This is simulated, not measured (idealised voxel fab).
Module name: voxel fin reveal (process module)
The width of the displayed cross-section, cut, is 215 nm; its cells are square, with a size of 5 nm.
Throughout this document, each cross-section is represented as a grid of square cells and is presented as a sequence of bands enumerated from the top downward, where a band comprises one or more rows of cells. Each band's line starts with the height of the band's top and of its bottom, in nm. Then come its materials from left to right, each with its width in nm. One material with "all across" fills the band from edge to edge. "blank" is empty space. Note: height 0 marks the level under which the wafer is uniformly one material as received. Lowest band unbounded below, written "from 0 down". Think of "30->40" as a width that walks from the first number to the second as you go down the band, top row to bottom row, taking equal-sized steps from row to row. Where the words "all unchanged" appear for a step, the cross-section shows no cell changed by that step; every cell remained as before. "Closed void roster" - sealed voids, min. 8 cells, no opening to top; format: width x height at distance (distance from left edge; nm throughout). Text after the settings on a step's line: the simulator's own remark on that step. "overlay nm", when on a step's line for a step with a mask, measures how far to the right of its planned place the mask lay; a negative measure means to the left.

-- Planned step list for the process
1 RECEIVE,material Si
2 CONFORMAL_DEP,material SiN,thk nm 10
3 DIRECTIONAL_DEP,material aC,thk nm 10
4 PATTERN,tone cover,mask id FINS,material resist,width nm 15,pitch nm 40,thk nm 25,overlay nm 0
5 DIRECTIONAL_ETCH,etch materials aC,depth nm 10
6 STRIP,etch materials resist
7 DIRECTIONAL_ETCH,etch materials SiN,depth nm 10
8 DIRECTIONAL_ETCH,etch materials Si,depth nm 30
9 STRIP,etch materials aC
10 OXIDIZE,depth nm 5
11 FILL_DEP,material SiO2,thk nm 10
12 CMP,height nm 10
13 SELECTIVE_ETCH,etch materials SiO2,depth nm 25
14 STRIP,etch materials SiN

-- Received-state cross-section, reflecting completion of step 1
	from 0 down | Si all across
	Closed void roster: none

-- Look at the cross-section after the module: the wafer started out the way shown above and the plan was the one shown above, yet one mistake was made along the way
	from 0 to -15 | blank=65 | Si=5 | blank=35 | Si=5 | blank=35 | Si=5 | blank=65
	from -15 to -25 | SiO2=35 | blank=30 | Si=5 | blank=35 | Si=5 | blank=35 | Si=5 | blank=30 | SiO2=35
	from -25 to -35 | SiO2=65 | Si=5 | SiO2=35 | Si=5 | SiO2=35 | Si=5 | SiO2=65
	from -35 down | Si all across
	Closed void roster: none
Short version of what went wrong: so 13 and 14 got swapped relative to the plan, each ran where the other was supposed to
